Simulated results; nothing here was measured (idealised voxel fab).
process module | voxel released beams
cross-section cut | 255 nm wide | cells 5 nm
A cross-section is a grid of square cells, given in bands from the top down. A band is one or more rows of cells.
Each band's line starts with the height of the band's top and of its bottom, in nm. Then come its materials from left to right, each with its width in nm. One material with "throughout" fills the band from edge to edge. "air" is empty space.
Height 0 is the level under which the wafer as received is all one material. The lowest band goes on downwards, as in "0 down".
A width such as "30 to 40" changes by the same amount from each row of cells to the next, from the band's top row to its bottom row.
"no change" after a step means that no cell of the cross-section changed.
closed voids: empty space of 8 cells or more with no open way to the top, each as width x height at its distance from the left edge, in nm
after a step's settings: what the simulator itself notes on the step
overlay nm, on a step with a mask: how far to the right of its planned place the mask lay; to the left if negative
plan
1 op RECEIVE | material Si
2 op CONFORMAL_DEP | material Al2O3 | thk nm 5
3 op DIRECTIONAL_DEP | material SiO2 | thk nm 15
4 op MASKED_ETCH | tone open | mask id ANCHOR | width nm 40 | etch materials SiO2 | depth nm 15 | overlay nm 0
5 op CONFORMAL_DEP | material polySi | thk nm 15
6 op MASKED_ETCH | tone cover | mask id BEAM | width nm 125 | etch materials polySi | depth nm 15 | overlay nm 0
7 op STRIP | etch materials SiO2
first wafer, as planned
as received, after step 1
  0 down: Si throughout
  closed voids: none
after step 2
  5 to 0: Al2O3 throughout
  below 0: unchanged
after step 3
  20 to 5: SiO2 throughout
  below 5: unchanged
after step 4
  20 to 5: SiO2 65 | air 40 | SiO2 150
  below 5: unchanged
after step 5
  35 to 20: polySi 80 | air 10 | polySi 165
  20 to 5: SiO2 65 | polySi 40 | SiO2 150
  below 5: unchanged
after step 6
  35 to 20: air 60 | polySi 20 | air 10 | polySi 95 | air 70
  below 20: unchanged
after step 7
  35 to 20: air 60 | polySi 20 | air 10 | polySi 95 | air 70
  20 to 5: air 65 | polySi 40 | air 150
  below 5: unchanged
second wafer: like start, like plan, one mistake. Through step 5 it matches the first wafer
when step 6 should have ended
  35 to 20: polySi 60 | air 125 | polySi 70
  20 to 5: SiO2 65 | polySi 15 | air 10 | polySi 15 | SiO2 150
  below 5: unchanged
when step 7 should have ended
  20 to 5: air 65 | polySi 15 | air 10 | polySi 15 | air 150
  below 5: unchanged
what went wrong: step 6 ran as: op MASKED_ETCH | tone open | mask id BEAM | width nm 125 | etch materials polySi | depth nm 15 | overlay nm 0
at the end the second wafer has, in cells: 75 fewer of polySi
